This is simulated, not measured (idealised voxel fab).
process module | voxel air gaps
cross-section cut | 205 nm wide | cells 5 nm
A cross-section is a grid of square cells, given in bands from the top down. A band is one or more rows of cells.
Each band's line starts with the height of the band's top and of its bottom, in nm. Then come its materials from left to right, each with its width in nm. One material with "throughout" fills the band from edge to edge. "air" is empty space.
Height 0 is the level under which the wafer as received is all one material. The lowest band goes on downwards, as in "0 down".
A width such as "30 to 40" changes by the same amount from each row of cells to the next, from the band's top row to its bottom row.
"no change" after a step means that no cell of the cross-section changed.
closed voids: empty space of 8 cells or more with no open way to the top, each as width x height at its distance from the left edge, in nm
after a step's settings: what the simulator itself notes on the step
overlay nm, on a step with a mask: how far to the right of its planned place the mask lay; to the left if negative
plan
1 op RECEIVE | material Si
2 op CONFORMAL_DEP | material SiO2 | thk nm 10
3 op CONFORMAL_DEP | material SiN | thk nm 5
4 op DIRECTIONAL_DEP | material lowk | thk nm 35
5 op PATTERN | tone open | mask id LINES | material resist | width nm 20 | pitch nm 50 | thk nm 20 | overlay nm 0
6 op DIRECTIONAL_ETCH | etch materials lowk | depth nm 35
7 op STRIP | etch materials resist
8 op CONFORMAL_DEP | material TiN | thk nm 5
9 op FILL_DEP | material Cu | thk nm 10
10 op CMP | height nm 50
11 op EPI | material Ru | thk nm 10
12 op SELECTIVE_ETCH | etch materials lowk | depth nm 45
13 op CONFORMAL_DEP | material SiCN | thk nm 5
first wafer, as planned
as received, after step 1
  0 down: Si throughout
  closed voids: none
after step 2
  10 to 0: SiO2 throughout
  below 0: unchanged
after step 3
  15 to 10: SiN throughout
  below 10: unchanged
after step 4
  50 to 15: lowk throughout
  below 15: unchanged
after step 5
  70 to 50: resist 40 | air 20 | resist 30 | air 20 | resist 30 | air 20 | resist 45
  below 50: unchanged
after step 6
  70 to 50: resist 40 | air 20 | resist 30 | air 20 | resist 30 | air 20 | resist 45
  50 to 15: lowk 40 | air 20 | lowk 30 | air 20 | lowk 30 | air 20 | lowk 45
  below 15: unchanged
after step 7
  50 to 15: lowk 40 | air 20 | lowk 30 | air 20 | lowk 30 | air 20 | lowk 45
  below 15: unchanged
after step 8
  55 to 50: TiN 45 | air 10 | TiN 40 | air 10 | TiN 40 | air 10 | TiN 50
  50 to 20: lowk 40 | TiN 5 | air 10 | TiN 5 | lowk 30 | TiN 5 | air 10 | TiN 5 | lowk 30 | TiN 5 | air 10 | TiN 5 | lowk 45
  20 to 15: lowk 40 | TiN 20 | lowk 30 | TiN 20 | lowk 30 | TiN 20 | lowk 45
  below 15: unchanged
after step 9
  65 to 55: Cu throughout
  55 to 50: TiN 45 | Cu 10 | TiN 40 | Cu 10 | TiN 40 | Cu 10 | TiN 50
  50 to 20: lowk 40 | TiN 5 | Cu 10 | TiN 5 | lowk 30 | TiN 5 | Cu 10 | TiN 5 | lowk 30 | TiN 5 | Cu 10 | TiN 5 | lowk 45
  below 20: unchanged
after step 10
  50 to 20: lowk 40 | TiN 5 | Cu 10 | TiN 5 | lowk 30 | TiN 5 | Cu 10 | TiN 5 | lowk 30 | TiN 5 | Cu 10 | TiN 5 | lowk 45
  below 20: unchanged
after step 11
  60 to 50: air 30 | Ru 40 | air 10 | Ru 40 | air 10 | Ru 40 | air 35
  below 50: unchanged
after step 12
  60 to 50: air 30 | Ru 40 | air 10 | Ru 40 | air 10 | Ru 40 | air 35
  50 to 20: air 40 | TiN 5 | Cu 10 | TiN 5 | air 30 | TiN 5 | Cu 10 | TiN 5 | air 30 | TiN 5 | Cu 10 | TiN 5 | air 45
  20 to 15: air 40 | TiN 20 | air 30 | TiN 20 | air 30 | TiN 20 | air 45
  below 15: unchanged
after step 13
  65 to 60: air 25 | SiCN 150 | air 30
  60 to 50: air 25 | SiCN 5 | Ru 40 | SiCN 10 | Ru 40 | SiCN 10 | Ru 40 | SiCN 5 | air 30
  50 to 45: air 25 | SiCN 15 | TiN 5 | Cu 10 | TiN 5 | SiCN 30 | TiN 5 | Cu 10 | TiN 5 | SiCN 30 | TiN 5 | Cu 10 | TiN 5 | SiCN 15 | air 30
  45 to 20: air 35 | SiCN 5 | TiN 5 | Cu 10 | TiN 5 | SiCN 5 | air 20 | SiCN 5 | TiN 5 | Cu 10 | TiN 5 | SiCN 5 | air 20 | SiCN 5 | TiN 5 | Cu 10 | TiN 5 | SiCN 5 | air 40
  20 to 15: SiCN 40 | TiN 20 | SiCN 30 | TiN 20 | SiCN 30 | TiN 20 | SiCN 45
  below 15: unchanged
  closed voids: 20 x 25 at 65; 20 x 25 at 115
second wafer: like start, like plan, one mistake. Through step 4 it matches the first wafer
when step 5 should have ended
  70 to 50: resist 50 | air 20 | resist 30 | air 20 | resist 30 | air 20 | resist 35
  below 50: unchanged
when step 6 should have ended
  70 to 50: resist 50 | air 20 | resist 30 | air 20 | resist 30 | air 20 | resist 35
  50 to 15: lowk 50 | air 20 | lowk 30 | air 20 | lowk 30 | air 20 | lowk 35
  below 15: unchanged
when step 7 should have ended
  50 to 15: lowk 50 | air 20 | lowk 30 | air 20 | lowk 30 | air 20 | lowk 35
  below 15: unchanged
when step 8 should have ended
  55 to 50: TiN 55 | air 10 | TiN 40 | air 10 | TiN 40 | air 10 | TiN 40
  50 to 20: lowk 50 | TiN 5 | air 10 | TiN 5 | lowk 30 | TiN 5 | air 10 | TiN 5 | lowk 30 | TiN 5 | air 10 | TiN 5 | lowk 35
  20 to 15: lowk 50 | TiN 20 | lowk 30 | TiN 20 | lowk 30 | TiN 20 | lowk 35
  below 15: unchanged
when step 9 should have ended
  65 to 55: Cu throughout
  55 to 50: TiN 55 | Cu 10 | TiN 40 | Cu 10 | TiN 40 | Cu 10 | TiN 40
  50 to 20: lowk 50 | TiN 5 | Cu 10 | TiN 5 | lowk 30 | TiN 5 | Cu 10 | TiN 5 | lowk 30 | TiN 5 | Cu 10 | TiN 5 | lowk 35
  below 20: unchanged
when step 10 should have ended
  50 to 20: lowk 50 | TiN 5 | Cu 10 | TiN 5 | lowk 30 | TiN 5 | Cu 10 | TiN 5 | lowk 30 | TiN 5 | Cu 10 | TiN 5 | lowk 35
  below 20: unchanged
when step 11 should have ended
  60 to 50: air 40 | Ru 40 | air 10 | Ru 40 | air 10 | Ru 40 | air 25
  below 50: unchanged
when step 12 should have ended
  60 to 50: air 40 | Ru 40 | air 10 | Ru 40 | air 10 | Ru 40 | air 25
  50 to 20: air 50 | TiN 5 | Cu 10 | TiN 5 | air 30 | TiN 5 | Cu 10 | TiN 5 | air 30 | TiN 5 | Cu 10 | TiN 5 | air 35
  20 to 15: air 50 | TiN 20 | air 30 | TiN 20 | air 30 | TiN 20 | air 35
  below 15: unchanged
when step 13 should have ended
  65 to 60: air 35 | SiCN 150 | air 20
  60 to 50: air 35 | SiCN 5 | Ru 40 | SiCN 10 | Ru 40 | SiCN 10 | Ru 40 | SiCN 5 | air 20
  50 to 45: air 35 | SiCN 15 | TiN 5 | Cu 10 | TiN 5 | SiCN 30 | TiN 5 | Cu 10 | TiN 5 | SiCN 30 | TiN 5 | Cu 10 | TiN 5 | SiCN 15 | air 20
  45 to 20: air 45 | SiCN 5 | TiN 5 | Cu 10 | TiN 5 | SiCN 5 | air 20 | SiCN 5 | TiN 5 | Cu 10 | TiN 5 | SiCN 5 | air 20 | SiCN 5 | TiN 5 | Cu 10 | TiN 5 | SiCN 5 | air 30
  20 to 15: SiCN 50 | TiN 20 | SiCN 30 | TiN 20 | SiCN 30 | TiN 20 | SiCN 35
  below 15: unchanged
  closed voids: 20 x 25 at 75; 20 x 25 at 125
what went wrong: step 5 ran as: op PATTERN | tone open | mask id LINES | material resist | width nm 20 | pitch nm 50 | thk nm 20 | overlay nm 10
at the end the second wafer has, in cells: as many of each material as the first, in other places
